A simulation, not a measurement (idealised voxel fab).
Process module heading - voxel wiring stack
The cross-section on display is named cut; it measures 205 nm wide, and its cells are 5 nm squares.
How to read a cross-section here: the picture is a grid of square cells, written as bands going from the top down, and any band can span one or more rows of cells. A band entry consists of two parts. The first gives the height of the band's top and the height of its bottom, in nm. The rest lists the band's materials from left to right, each with its width in nm. A single material labelled with the word "full width" fills the band from edge to edge, and the word "empty" marks empty space. Ref level 0: as-received wafer is one material below here. Bottom band extends down with no lower bound ("0..down"). A width given as "30 to 40" starts at the first number in the band's top row and ends at the second number in its bottom row, shifting by an equal amount at every step from row to row. When a step is marked "same as before", none of the cells in the cross-section changed during that step. The entry "Enclosed cavities" lists the empty spaces that cover at least 8 cells and have no open path to the top. Each is written as width x height at distance, where the distance is measured from the left edge and all three values are in nm. The remark found on a step's line after its settings is issued by the simulator itself and pertains to that step. What "overlay nm" on a step's line means: if the step has a mask, that mask lay this far to the right of its planned place, or, when the value is negative, to the left.

Process steps - plan
- 1: RECEIVE (material Si)
- 2: CONFORMAL_DEP (material SiO2; thk nm 15)
- 3: DIRECTIONAL_DEP (material TiN; thk nm 5)
- 4: DIRECTIONAL_DEP (material W; thk nm 25)
- 5: DIRECTIONAL_DEP (material aC; thk nm 15)
- 6: PATTERN (tone cover; mask id METAL_1; material resist; width nm 20; pitch nm 40; thk nm 30; overlay nm 0)
- 7: DIRECTIONAL_ETCH (etch materials aC; depth nm 15)
- 8: STRIP (etch materials resist)
- 9: DIRECTIONAL_ETCH (etch materials W; depth nm 25)
- 10: DIRECTIONAL_ETCH (etch materials TiN; depth nm 5)
- 11: STRIP (etch materials aC)
- 12: CONFORMAL_DEP (material SiCN; thk nm 5)
- 13: FILL_DEP (material SiO2; thk nm 5)
- 14: CMP (height nm 45)
- 15: CONFORMAL_DEP (material SiCN; thk nm 5)
- 16: DIRECTIONAL_DEP (material lowk; thk nm 30)
- 17: MASKED_ETCH (tone open; mask id METAL_2_HOLES; width nm 15; pitch nm 80; etch materials lowk; depth nm 30; overlay nm 0)
- 18: PATTERN (tone open; mask id METAL_2; material resist; width nm 20; pitch nm 40; thk nm 20; overlay nm 0)
- 19: DIRECTIONAL_ETCH (etch materials lowk; depth nm 15)
- 20: DIRECTIONAL_ETCH (etch materials SiCN; depth nm 5)
- 21: STRIP (etch materials resist)
- 22: CONFORMAL_DEP (material TiN; thk nm 5)
- 23: FILL_DEP (material Cu; thk nm 5)
- 24: CMP (height nm 80)
- 25: CONFORMAL_DEP (material SiCN; thk nm 5)
- 26: DIRECTIONAL_DEP (material SiO2; thk nm 30)
- 27: MASKED_ETCH (tone open; mask id METAL_3; width nm 20; pitch nm 40; etch materials SiO2; depth nm 15; overlay nm 0)
- 28: MASKED_ETCH (tone open; mask id METAL_3_HOLES; width nm 15; pitch nm 80; etch materials SiO2; depth nm 15; overlay nm 0)
- 29: MASKED_ETCH (tone open; mask id METAL_3_HOLES; width nm 15; pitch nm 80; etch materials SiCN; depth nm 5; overlay nm 0)
- 30: CONFORMAL_DEP (material TiN; thk nm 5)
- 31: FILL_DEP (material Ru; thk nm 5)
- 32: CMP (height nm 115)
- 33: CONFORMAL_DEP (material SiCN; thk nm 5)
- 34: DIRECTIONAL_DEP (material SiO2; thk nm 25)
- 35: MASKED_ETCH (tone open; mask id METAL_4; width nm 20; pitch nm 40; etch materials SiO2; depth nm 15; overlay nm 0)
- 36: PATTERN (tone open; mask id METAL_4_HOLES; material resist; width nm 15; pitch nm 80; thk nm 20; overlay nm 0)
- 37: DIRECTIONAL_ETCH (etch materials SiO2; depth nm 10)
- 38: DIRECTIONAL_ETCH (etch materials SiCN; depth nm 5)
- 39: STRIP (etch materials resist)
- 40: CONFORMAL_DEP (material TiN; thk nm 5)
- 41: FILL_DEP (material Ru; thk nm 10)
- 42: CMP (height nm 145)
- 43: CONFORMAL_DEP (material SiN; thk nm 5)

As-received wafer cross-section (after step 1)
0..down | Si full width
Enclosed cavities: none

Cross-sectional view of the first of the two wafers upon completion of the module, processed in accordance with the plan
150..145 | SiN full width
145..135 | SiO2: 30, TiN: 5, Ru: 10, TiN: 5, SiO2: 20, TiN: 5, Ru: 10, TiN: 5, SiO2: 20, TiN: 5, Ru: 10, TiN: 5, SiO2: 20, TiN: 5, Ru: 10, TiN: 5, SiO2: 35
135..130 | SiO2: 30, TiN: 5, Ru: 5, TiN: 10, SiO2: 20, TiN: 20, SiO2: 20, TiN: 5, Ru: 5, TiN: 10, SiO2: 20, TiN: 20, SiO2: 35
130..120 | SiO2: 30, TiN: 5, Ru: 5, TiN: 5, SiO2: 65, TiN: 5, Ru: 5, TiN: 5, SiO2: 80
120..115 | SiCN: 30, TiN: 15, SiCN: 65, TiN: 15, SiCN: 80
115..105 | SiO2: 30, TiN: 5, Ru: 10, TiN: 5, SiO2: 20, TiN: 5, Ru: 10, TiN: 5, SiO2: 20, TiN: 5, Ru: 10, TiN: 5, SiO2: 20, TiN: 5, Ru: 10, TiN: 5, SiO2: 35
105..100 | SiO2: 30, TiN: 5, Ru: 5, TiN: 10, SiO2: 20, TiN: 20, SiO2: 20, TiN: 5, Ru: 5, TiN: 10, SiO2: 20, TiN: 20, SiO2: 35
100..85 | SiO2: 30, TiN: 5, Ru: 5, TiN: 5, SiO2: 65, TiN: 5, Ru: 5, TiN: 5, SiO2: 80
85..80 | SiCN: 30, TiN: 15, SiCN: 65, TiN: 15, SiCN: 80
80..70 | lowk: 30, TiN: 5, Cu: 10, TiN: 5, lowk: 20, TiN: 5, Cu: 10, TiN: 5, lowk: 20, TiN: 5, Cu: 10, TiN: 5, lowk: 20, TiN: 5, Cu: 10, TiN: 5, lowk: 35
70..65 | lowk: 30, TiN: 5, Cu: 5, TiN: 10, lowk: 20, TiN: 20, lowk: 20, TiN: 5, Cu: 5, TiN: 10, lowk: 20, TiN: 20, lowk: 35
65..50 | lowk: 30, TiN: 5, Cu: 5, TiN: 5, lowk: 65, TiN: 5, Cu: 5, TiN: 5, lowk: 80
50..45 | SiCN: 30, TiN: 15, SiCN: 65, TiN: 15, SiCN: 80
45..20 | SiO2: 25, SiCN: 5, W: 20, SiCN: 5, SiO2: 10, SiCN: 5, W: 20, SiCN: 5, SiO2: 10, SiCN: 5, W: 20, SiCN: 5, SiO2: 10, SiCN: 5, W: 20, SiCN: 5, SiO2: 30
20..15 | SiCN: 30, TiN: 20, SiCN: 20, TiN: 20, SiCN: 20, TiN: 20, SiCN: 20, TiN: 20, SiCN: 35
15..0 | SiO2 full width
0..down | Si full width
Enclosed cavities: none

End-of-module cross-section of the second wafer: identical starting point and process plan to the first, with one processing mistake
150..145 | SiN full width
145..135 | SiO2: 25, TiN: 5, Ru: 10, TiN: 5, SiO2: 20, TiN: 5, Ru: 10, TiN: 5, SiO2: 20, TiN: 5, Ru: 10, TiN: 5, SiO2: 20, TiN: 5, Ru: 10, TiN: 5, SiO2: 40
135..130 | SiO2: 25, TiN: 10, Ru: 5, TiN: 5, SiO2: 20, TiN: 20, SiO2: 20, TiN: 10, Ru: 5, TiN: 5, SiO2: 20, TiN: 20, SiO2: 40
130..120 | SiO2: 30, TiN: 5, Ru: 5, TiN: 5, SiO2: 65, TiN: 5, Ru: 5, TiN: 5, SiO2: 80
120..115 | SiCN: 30, TiN: 15, SiCN: 65, TiN: 15, SiCN: 80
115..105 | SiO2: 30, TiN: 5, Ru: 10, TiN: 5, SiO2: 20, TiN: 5, Ru: 10, TiN: 5, SiO2: 20, TiN: 5, Ru: 10, TiN: 5, SiO2: 20, TiN: 5, Ru: 10, TiN: 5, SiO2: 35
105..100 | SiO2: 30, TiN: 5, Ru: 5, TiN: 10, SiO2: 20, TiN: 20, SiO2: 20, TiN: 5, Ru: 5, TiN: 10, SiO2: 20, TiN: 20, SiO2: 35
100..85 | SiO2: 30, TiN: 5, Ru: 5, TiN: 5, SiO2: 65, TiN: 5, Ru: 5, TiN: 5, SiO2: 80
85..80 | SiCN: 30, TiN: 15, SiCN: 65, TiN: 15, SiCN: 80
80..70 | lowk: 30, TiN: 5, Cu: 10, TiN: 5, lowk: 20, TiN: 5, Cu: 10, TiN: 5, lowk: 20, TiN: 5, Cu: 10, TiN: 5, lowk: 20, TiN: 5, Cu: 10, TiN: 5, lowk: 35
70..65 | lowk: 30, TiN: 5, Cu: 5, TiN: 10, lowk: 20, TiN: 20, lowk: 20, TiN: 5, Cu: 5, TiN: 10, lowk: 20, TiN: 20, lowk: 35
65..50 | lowk: 30, TiN: 5, Cu: 5, TiN: 5, lowk: 65, TiN: 5, Cu: 5, TiN: 5, lowk: 80
50..45 | SiCN: 30, TiN: 15, SiCN: 65, TiN: 15, SiCN: 80
45..20 | SiO2: 25, SiCN: 5, W: 20, SiCN: 5, SiO2: 10, SiCN: 5, W: 20, SiCN: 5, SiO2: 10, SiCN: 5, W: 20, SiCN: 5, SiO2: 10, SiCN: 5, W: 20, SiCN: 5, SiO2: 30
20..15 | SiCN: 30, TiN: 20, SiCN: 20, TiN: 20, SiCN: 20, TiN: 20, SiCN: 20, TiN: 20, SiCN: 35
15..0 | SiO2 full width
0..down | Si full width
Enclosed cavities: none
Finding, execution versus plan: so step 35 ended up running with a different setting than we planned, it ran as MASKED_ETCH (tone open; mask id METAL_4; width nm 20; pitch nm 40; etch materials SiO2; depth nm 15; overlay nm -5)
Tallied in cells, the final second wafer holds each material in the same quantity as the first, although not at the same places.
